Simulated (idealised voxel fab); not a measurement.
Process module name: voxel released beams
Shown is cross-section cut, with a width of 140 nm and square cells of size 5 nm.
Throughout this document, each cross-section is represented as a grid of square cells and is presented as a sequence of bands enumerated from the top downward, where a band comprises one or more rows of cells. It is stipulated that each band's entry specify, in nanometres, the height of the top of the band and then that of its bottom, followed by the materials of the band in left-to-right sequence, each together with its width in nanometres. A single material marked by the word "all across" is understood to fill the band from edge to edge; the word "empty" is understood to denote empty space. Beneath 0, the wafer as received is one material, and that level is where height counting begins. The lowest band goes on downward without a bottom; it is written like "0 and below". Quick explanation for "30..40": the width changes in equal steps down the rows of cells, from the first number in the band's top row to the second number in its bottom row. The designation "no change occurred", where it is given for a processing step, indicates that no cell of the cross-section was altered in the course of that step. So "Tabulated closed voids" is basically the list of trapped voids: any empty space of 8 cells or more that can't reach the top through an opening. They're written width x height at distance, the distance being from the left edge, and it's all nm. Formally, on a step line, whatever follows the settings is a remark that the simulator itself makes on the step. On any step carrying a mask, the "overlay nm" setting, if present on the step's line, tells how far right of its planned place the mask lay; negative values point to the left.
Process steps foreseen in the plan
1. RECEIVE, material Si
2. CONFORMAL_DEP, material Al2O3, thk nm 10
3. DIRECTIONAL_DEP, material SiO2, thk nm 15
4. MASKED_ETCH, tone open, mask id ANCHOR, width nm 25, etch materials SiO2, depth nm 15, overlay nm 0
5. CONFORMAL_DEP, material W, thk nm 10
6. MASKED_ETCH, tone cover, mask id BEAM, width nm 70, etch materials W, depth nm 10, overlay nm 0
7. STRIP, etch materials SiO2
Wafer cross-section on receipt, i.e. after step 1
* 0 and below | Si all across
* Tabulated closed voids: none
First of two wafers, end-of-module section, run followed plan
* 35 down to 25 | 30 empty, then 15 W, then 5 empty, then 50 W, then 40 empty
* 25 down to 20 | 35 empty, then 10 W, then 5 empty, then 10 W, then 80 empty
* 20 down to 10 | 35 empty, then 25 W, then 80 empty
* 10 down to 0 | Al2O3 all across
* 0 and below | Si all across
* Tabulated closed voids: none
Cross-section at end of module for the second wafer of two, which matched the first in starting point and plan and differed by one mistake in its processing
* 25 down to 10 | 35 empty, then 10 W, then 5 empty, then 10 W, then 80 empty
* 10 down to 0 | Al2O3 all across
* 0 and below | Si all across
* Tabulated closed voids: none
Deviation from plan: rather than as planned, step 6 actually ran as MASKED_ETCH, tone open, mask id BEAM, width nm 70, etch materials W, depth nm 10, overlay nm 0
End of process, cell counts, second wafer against first, materials with more or fewer: W -28
